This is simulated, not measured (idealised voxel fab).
Herein follows the process module entitled voxel self aligned vias.
The figure presents cross-section cut, which has a width of 295 nm and is divided into square cells with an edge length of 5 nm.
In what follows, cross-sections appear as grids of square cells, described through bands that run from the top down, where every band is one or more rows of cells. The entry gives the band's vertical extent as a top height and a bottom height in nm, then its horizontal make-up as materials from left to right, each with a width in nm. "air" stands for empty space; a single material marked "throughout" fills the band edge to edge. All heights in this document are referenced to 0, defined as the level beneath which the wafer, as received, consists entirely of one material. The lowest band is not bounded below; it extends indefinitely downward and is written in the form "from 0 down". Per-row width for "30 to 40": begins at first number (top row of band), ends at second number (bottom row), increment between rows held constant. Step note "remained unchanged" = no cross-section cell changed. Closed empty spaces (no open way to the top) of 8 cells or more are what "Enclosed void list" lists, each as width x height at distance from the left edge, nm for all three. after a step's settings: what the simulator itself notes on the step. What "overlay nm" on a step's line means: if the step has a mask, that mask lay this far to the right of its planned place, or, when the value is negative, to the left.
-- Steps planned for the process
1 RECEIVE, material Si
2 CONFORMAL_DEP, material SiO2, thk nm 15
3 CONFORMAL_DEP, material SiCN, thk nm 5
4 DIRECTIONAL_DEP, material SiO2, thk nm 20
5 PATTERN, tone open, mask id LINES, material resist, width nm 30, pitch nm 65, thk nm 20, overlay nm 0
6 DIRECTIONAL_ETCH, etch materials SiO2, depth nm 20
7 STRIP, etch materials resist
8 CONFORMAL_DEP, material TiN, thk nm 5
9 FILL_DEP, material Ru, thk nm 10
10 CMP, height nm 40
11 SELECTIVE_ETCH, etch materials W Ru TiN, depth nm 10
12 FILL_DEP, material SiN, thk nm 10
13 CMP, height nm 40
14 DIRECTIONAL_DEP, material SiO2, thk nm 15
15 MASKED_ETCH, tone open, mask id VIAS, width nm 50, etch materials SiO2, depth nm 15, overlay nm 0
16 MASKED_ETCH, tone open, mask id VIAS, width nm 50, etch materials SiN, depth nm 10, overlay nm 0
17 CONFORMAL_DEP, material TiN, thk nm 5
18 FILL_DEP, material Ru, thk nm 5
19 CMP, height nm 55
20 CONFORMAL_DEP, material SiCN, thk nm 5
-- First of two wafers: run as planned
-- Cross-sectional view of the wafer in its as-received condition, corresponding to the state after step 1
    from 0 down: Si throughout
    Enclosed void list: none
-- State of the wafer after step 2, shown in cross-section
    from 15 to 0: SiO2 throughout
    Lower than 0, everything is as it was.
-- State of the wafer after step 3, shown in cross-section
    from 20 to 15: SiCN throughout
    Lower than 15, everything is as it was.
-- State of the wafer after step 4, shown in cross-section
    from 40 to 20: SiO2 throughout
    Lower than 20, everything is as it was.
-- State of the wafer after step 5, shown in cross-section
    from 60 to 40: 100 resist  30 air  35 resist  30 air  100 resist
    Lower than 40, everything is as it was.
-- State of the wafer after step 6, shown in cross-section
    from 60 to 40: 100 resist  30 air  35 resist  30 air  100 resist
    from 40 to 20: 100 SiO2  30 air  35 SiO2  30 air  100 SiO2
    Lower than 20, everything is as it was.
-- State of the wafer after step 7, shown in cross-section
    from 40 to 20: 100 SiO2  30 air  35 SiO2  30 air  100 SiO2
    Lower than 20, everything is as it was.
-- State of the wafer after step 8, shown in cross-section
    from 45 to 40: 105 TiN  20 air  45 TiN  20 air  105 TiN
    from 40 to 25: 100 SiO2  5 TiN  20 air  5 TiN  35 SiO2  5 TiN  20 air  5 TiN  100 SiO2
    from 25 to 20: 100 SiO2  30 TiN  35 SiO2  30 TiN  100 SiO2
    Lower than 20, everything is as it was.
-- State of the wafer after step 9, shown in cross-section
    from 55 to 45: Ru throughout
    from 45 to 40: 105 TiN  20 Ru  45 TiN  20 Ru  105 TiN
    from 40 to 25: 100 SiO2  5 TiN  20 Ru  5 TiN  35 SiO2  5 TiN  20 Ru  5 TiN  100 SiO2
    Lower than 25, everything is as it was.
-- State of the wafer after step 10, shown in cross-section
    from 40 to 25: 100 SiO2  5 TiN  20 Ru  5 TiN  35 SiO2  5 TiN  20 Ru  5 TiN  100 SiO2
    Lower than 25, everything is as it was.
-- State of the wafer after step 11, shown in cross-section
    from 40 to 30: 100 SiO2  30 air  35 SiO2  30 air  100 SiO2
    Lower than 30, everything is as it was.
-- State of the wafer after step 12, shown in cross-section
    from 50 to 40: SiN throughout
    from 40 to 30: 100 SiO2  30 SiN  35 SiO2  30 SiN  100 SiO2
    Lower than 30, everything is as it was.
-- State of the wafer after step 13, shown in cross-section
    from 40 to 30: 100 SiO2  30 SiN  35 SiO2  30 SiN  100 SiO2
    Lower than 30, everything is as it was.
-- State of the wafer after step 14, shown in cross-section
    from 55 to 40: SiO2 throughout
    Lower than 40, everything is as it was.
-- State of the wafer after step 15, shown in cross-section
    from 55 to 40: 90 SiO2  50 air  155 SiO2
    Lower than 40, everything is as it was.
-- State of the wafer after step 16, shown in cross-section
    from 55 to 40: 90 SiO2  50 air  155 SiO2
    from 40 to 30: 100 SiO2  30 air  35 SiO2  30 SiN  100 SiO2
    Lower than 30, everything is as it was.
-- State of the wafer after step 17, shown in cross-section
    from 60 to 55: 95 TiN  40 air  160 TiN
    from 55 to 45: 90 SiO2  5 TiN  40 air  5 TiN  155 SiO2
    from 45 to 40: 90 SiO2  15 TiN  20 air  15 TiN  155 SiO2
    from 40 to 35: 100 SiO2  5 TiN  20 air  5 TiN  35 SiO2  30 SiN  100 SiO2
    from 35 to 30: 100 SiO2  30 TiN  35 SiO2  30 SiN  100 SiO2
    Lower than 30, everything is as it was.
-- State of the wafer after step 18, shown in cross-section
    from 65 to 60: Ru throughout
    from 60 to 55: 95 TiN  40 Ru  160 TiN
    from 55 to 45: 90 SiO2  5 TiN  40 Ru  5 TiN  155 SiO2
    from 45 to 40: 90 SiO2  15 TiN  20 Ru  15 TiN  155 SiO2
    from 40 to 35: 100 SiO2  5 TiN  20 Ru  5 TiN  35 SiO2  30 SiN  100 SiO2
    Lower than 35, everything is as it was.
-- State of the wafer after step 19, shown in cross-section
    from 55 to 45: 90 SiO2  5 TiN  40 Ru  5 TiN  155 SiO2
    Lower than 45, everything is as it was.
-- State of the wafer after step 20, shown in cross-section
    from 60 to 55: SiCN throughout
    Lower than 55, everything is as it was.
-- second wafer: like start, like plan, one mistake. Through step 1 it matches the first wafer
Second wafer, cross-section, planned end of step 2: remained unchanged
-- Second wafer, cross-section, planned end of step 3
    from 5 to 0: SiCN throughout
    Lower than 0, everything is as it was.
-- Second wafer, cross-section, planned end of step 4
    from 25 to 5: SiO2 throughout
    Lower than 5, everything is as it was.
-- Second wafer, cross-section, planned end of step 5
    from 45 to 25: 100 resist  30 air  35 resist  30 air  100 resist
    Lower than 25, everything is as it was.
-- Second wafer, cross-section, planned end of step 6
    from 45 to 25: 100 resist  30 air  35 resist  30 air  100 resist
    from 25 to 5: 100 SiO2  30 air  35 SiO2  30 air  100 SiO2
    Lower than 5, everything is as it was.
-- Second wafer, cross-section, planned end of step 7
    from 25 to 5: 100 SiO2  30 air  35 SiO2  30 air  100 SiO2
    Lower than 5, everything is as it was.
-- Second wafer, cross-section, planned end of step 8
    from 30 to 25: 105 TiN  20 air  45 TiN  20 air  105 TiN
    from 25 to 10: 100 SiO2  5 TiN  20 air  5 TiN  35 SiO2  5 TiN  20 air  5 TiN  100 SiO2
    from 10 to 5: 100 SiO2  30 TiN  35 SiO2  30 TiN  100 SiO2
    Lower than 5, everything is as it was.
-- Second wafer, cross-section, planned end of step 9
    from 40 to 30: Ru throughout
    from 30 to 25: 105 TiN  20 Ru  45 TiN  20 Ru  105 TiN
    from 25 to 10: 100 SiO2  5 TiN  20 Ru  5 TiN  35 SiO2  5 TiN  20 Ru  5 TiN  100 SiO2
    Lower than 10, everything is as it was.
Second wafer, cross-section, planned end of step 10: remained unchanged
-- Second wafer, cross-section, planned end of step 11
    from 30 to 25: 105 TiN  20 Ru  45 TiN  20 Ru  105 TiN
    Lower than 25, everything is as it was.
-- Second wafer, cross-section, planned end of step 12
    from 40 to 30: SiN throughout
    Lower than 30, everything is as it was.
Second wafer, cross-section, planned end of step 13: remained unchanged
-- Second wafer, cross-section, planned end of step 14
    from 55 to 40: SiO2 throughout
    Lower than 40, everything is as it was.
-- Second wafer, cross-section, planned end of step 15
    from 55 to 40: 90 SiO2  50 air  155 SiO2
    Lower than 40, everything is as it was.
-- Second wafer, cross-section, planned end of step 16
    from 55 to 40: 90 SiO2  50 air  155 SiO2
    from 40 to 30: 90 SiN  50 air  155 SiN
    Lower than 30, everything is as it was.
-- Second wafer, cross-section, planned end of step 17
    from 60 to 55: 95 TiN  40 air  160 TiN
    from 55 to 40: 90 SiO2  5 TiN  40 air  5 TiN  155 SiO2
    from 40 to 35: 90 SiN  5 TiN  40 air  5 TiN  155 SiN
    from 35 to 30: 90 SiN  50 TiN  155 SiN
    Lower than 30, everything is as it was.
-- Second wafer, cross-section, planned end of step 18
    from 65 to 60: Ru throughout
    from 60 to 55: 95 TiN  40 Ru  160 TiN
    from 55 to 40: 90 SiO2  5 TiN  40 Ru  5 TiN  155 SiO2
    from 40 to 35: 90 SiN  5 TiN  40 Ru  5 TiN  155 SiN
    Lower than 35, everything is as it was.
-- Second wafer, cross-section, planned end of step 19
    from 55 to 40: 90 SiO2  5 TiN  40 Ru  5 TiN  155 SiO2
    Lower than 40, everything is as it was.
-- Second wafer, cross-section, planned end of step 20
    from 60 to 55: SiCN throughout
    Lower than 55, everything is as it was.
The mistake made against the process plan was this: step 2 was left out
Final comparison by cell count, materials where the second wafer has more or fewer than the first: 32 more of Ru; 86 more of SiN; 177 fewer of SiO2; 59 more of TiN
